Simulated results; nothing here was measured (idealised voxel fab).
process module | voxel ribs on slabs
cross-section cut | 270 nm wide | cells 5 nm
A cross-section is a grid of square cells, given in bands from the top down. A band is one or more rows of cells.
Each band's line starts with the height of the band's top and of its bottom, in nm. Then come its materials from left to right, each with its width in nm. One material with "throughout" fills the band from edge to edge. "air" is empty space.
Height 0 is the level under which the wafer as received is all one material. The lowest band goes on downwards, as in "0 down".
A width such as "30 to 40" changes by the same amount from each row of cells to the next, from the band's top row to its bottom row.
"no change" after a step means that no cell of the cross-section changed.
closed voids: empty space of 8 cells or more with no open way to the top, each as width x height at its distance from the left edge, in nm
after a step's settings: what the simulator itself notes on the step
overlay nm, on a step with a mask: how far to the right of its planned place the mask lay; to the left if negative
plan
1 op RECEIVE | material Si
2 op DIRECTIONAL_DEP | material SiO2 | thk nm 20
3 op DIRECTIONAL_DEP | material SiN | thk nm 25
4 op MASKED_ETCH | tone cover | mask id RIB | width nm 25 | etch materials SiN | depth nm 5 | overlay nm 0
5 op MASKED_ETCH | tone cover | mask id SLAB | width nm 85 | etch materials SiN | depth nm 20 | overlay nm 0
6 op FILL_DEP | material SiO2 | thk nm 25
7 op CMP | height nm 60
8 op DIRECTIONAL_DEP | material W | thk nm 10
9 op DIRECTIONAL_DEP | material aC | thk nm 10
10 op PATTERN | tone cover | mask id HEATER | material resist | width nm 35 | thk nm 25 | overlay nm 0
11 op DIRECTIONAL_ETCH | etch materials aC | depth nm 10
12 op STRIP | etch materials resist
13 op DIRECTIONAL_ETCH | etch materials W | depth nm 10
14 op STRIP | etch materials aC
15 op CONFORMAL_DEP | material SiN | thk nm 5
as received, after step 1
  0 down: Si throughout
  closed voids: none
a wafer at the end: this start, this plan, one mistake
  75 to 70: air 110 | SiN 45 | air 115
  70 to 65: air 110 | SiN 5 | W 35 | SiN 5 | air 115
  65 to 60: SiN 115 | W 35 | SiN 120
  60 to 45: SiO2 throughout
  45 to 20: aC throughout
  20 to 0: SiO2 throughout
  0 down: Si throughout
  closed voids: none
what went wrong: step 3 ran as: op DIRECTIONAL_DEP | material aC | thk nm 25
